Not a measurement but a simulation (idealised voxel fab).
Process module under the name voxel spacer lines
Displayed cross-section: cut, width of 225 nm, square cells sized 5 nm.
If you're reading a cross-section in this doc, picture square cells in a grid; it comes to you as bands, top ones listed first down to the bottom, and a band can be one or more rows of cells. Basically the band line says how high the top is and how high the bottom is, in nm, and then what's in it from left to right, every material with its width in nm. Empty space shows up as "blank", and if a single material carries "all across" it runs the full band edge to edge. Where do heights start? At 0: under that level the wafer as delivered is made of one material only. And the lowest band has no floor; it just carries on downward, as in "0 nm and below". It should be noted that a width expressed as "30->40" varies in equal increments from row to row of cells within the band, taking the value of the first number at the top row and that of the second number at the bottom row. You'll sometimes find "nothing different" written for a step, and that's the way of saying that nowhere in the cross-section did a cell change during that step. Basically, "Closed-off voids" tells you about the enclosed voids: empty spaces with no open way to the top, 8 cells or bigger, each written width x height at distance, where distance is from the left edge, all in nm. Post-settings text on a step line: simulator's own remark regarding the step. overlay nm: for a step with a mask, the amount by which the mask lay right of where it was planned; a negative amount means left of it.

## The process steps that were planned are listed below
- 1: RECEIVE | material Si
- 2: CONFORMAL_DEP | material SiO2 | thk nm 5
- 3: DIRECTIONAL_DEP | material polySi | thk nm 20
- 4: DIRECTIONAL_DEP | material aC | thk nm 25
- 5: PATTERN | tone cover | mask id MANDREL | material resist | width nm 15 | pitch nm 60 | thk nm 30 | overlay nm 0
- 6: DIRECTIONAL_ETCH | etch materials aC | depth nm 25
- 7: STRIP | etch materials resist
- 8: CONFORMAL_DEP | material SiN | thk nm 15
- 9: DIRECTIONAL_ETCH | etch materials SiN | depth nm 15
- 10: STRIP | etch materials aC
- 11: DIRECTIONAL_ETCH | etch materials polySi | depth nm 20
- 12: STRIP | etch materials SiN

## First wafer out of two, processed as planned

## Delivered wafer in cross-section: state after step 1
0 nm and below  Si all across
Closed-off voids: none

## after step 2
5 nm to 0 nm  SiO2 all across
Below a height of 0, the structure has not been altered.

## after step 3
25 nm to 5 nm  polySi all across
Below a height of 5, the structure has not been altered.

## after step 4
50 nm to 25 nm  aC all across
Below a height of 25, the structure has not been altered.

## after step 5
80 nm to 50 nm  blank 75 nm / resist 15 nm / blank 45 nm / resist 15 nm / blank 75 nm
Below a height of 50, the structure has not been altered.

## after step 6
55 nm to 50 nm  blank 75 nm / resist 15 nm / blank 45 nm / resist 15 nm / blank 75 nm
50 nm to 25 nm  blank 75 nm / aC 15 nm / blank 45 nm / aC 15 nm / blank 75 nm
Below a height of 25, the structure has not been altered.

## after step 7
50 nm to 25 nm  blank 75 nm / aC 15 nm / blank 45 nm / aC 15 nm / blank 75 nm
Below a height of 25, the structure has not been altered.

## after step 8
65 nm to 50 nm  blank 60 nm / SiN 45 nm / blank 15 nm / SiN 45 nm / blank 60 nm
50 nm to 40 nm  blank 60 nm / SiN 15 nm / aC 15 nm / SiN 15 nm / blank 15 nm / SiN 15 nm / aC 15 nm / SiN 15 nm / blank 60 nm
40 nm to 25 nm  SiN 75 nm / aC 15 nm / SiN 45 nm / aC 15 nm / SiN 75 nm
Below a height of 25, the structure has not been altered.

## after step 9
50 nm to 25 nm  blank 60 nm / SiN 15 nm / aC 15 nm / SiN 15 nm / blank 15 nm / SiN 15 nm / aC 15 nm / SiN 15 nm / blank 60 nm
Below a height of 25, the structure has not been altered.

## after step 10
50 nm to 25 nm  blank 60 nm / SiN 15 nm / blank 15 nm / SiN 15 nm / blank 15 nm / SiN 15 nm / blank 15 nm / SiN 15 nm / blank 60 nm
Below a height of 25, the structure has not been altered.

## after step 11
50 nm to 25 nm  blank 60 nm / SiN 15 nm / blank 15 nm / SiN 15 nm / blank 15 nm / SiN 15 nm / blank 15 nm / SiN 15 nm / blank 60 nm
25 nm to 5 nm  blank 60 nm / polySi 15 nm / blank 15 nm / polySi 15 nm / blank 15 nm / polySi 15 nm / blank 15 nm / polySi 15 nm / blank 60 nm
Below a height of 5, the structure has not been altered.

## after step 12
25 nm to 5 nm  blank 60 nm / polySi 15 nm / blank 15 nm / polySi 15 nm / blank 15 nm / polySi 15 nm / blank 15 nm / polySi 15 nm / blank 60 nm
Below a height of 5, the structure has not been altered.

## Second Wafer (Identical Start and Plan, One Processing Error; Matches First Wafer Through Step 3)

## Second wafer shown in cross-section at the time step 4 was slated to end
50 nm to 5 nm  polySi all across
Below a height of 5, the structure has not been altered.

## Second wafer shown in cross-section at the time step 5 was slated to end
80 nm to 50 nm  blank 75 nm / resist 15 nm / blank 45 nm / resist 15 nm / blank 75 nm
Below a height of 50, the structure has not been altered.

## Second wafer shown in cross-section at the time step 6 was slated to end
55 nm to 50 nm  blank 75 nm / resist 15 nm / blank 45 nm / resist 15 nm / blank 75 nm
Below a height of 50, the structure has not been altered.

## Second wafer shown in cross-section at the time step 7 was slated to end
50 nm to 5 nm  polySi all across
Below a height of 5, the structure has not been altered.

## Second wafer shown in cross-section at the time step 8 was slated to end
65 nm to 50 nm  SiN all across
Below a height of 50, the structure has not been altered.

## Second wafer shown in cross-section at the time step 9 was slated to end
50 nm to 5 nm  polySi all across
Below a height of 5, the structure has not been altered.

Second wafer shown in cross-section at the time step 10 was slated to end: nothing different

## Second wafer shown in cross-section at the time step 11 was slated to end
30 nm to 5 nm  polySi all across
Below a height of 5, the structure has not been altered.

Second wafer shown in cross-section at the time step 12 was slated to end: nothing different
Nonconformance to the process plan: off-plan run, step 4, actual operation and settings DIRECTIONAL_DEP | material polySi | thk nm 25
End of process, cell counts, second wafer against first, materials with more or fewer: polySi +177
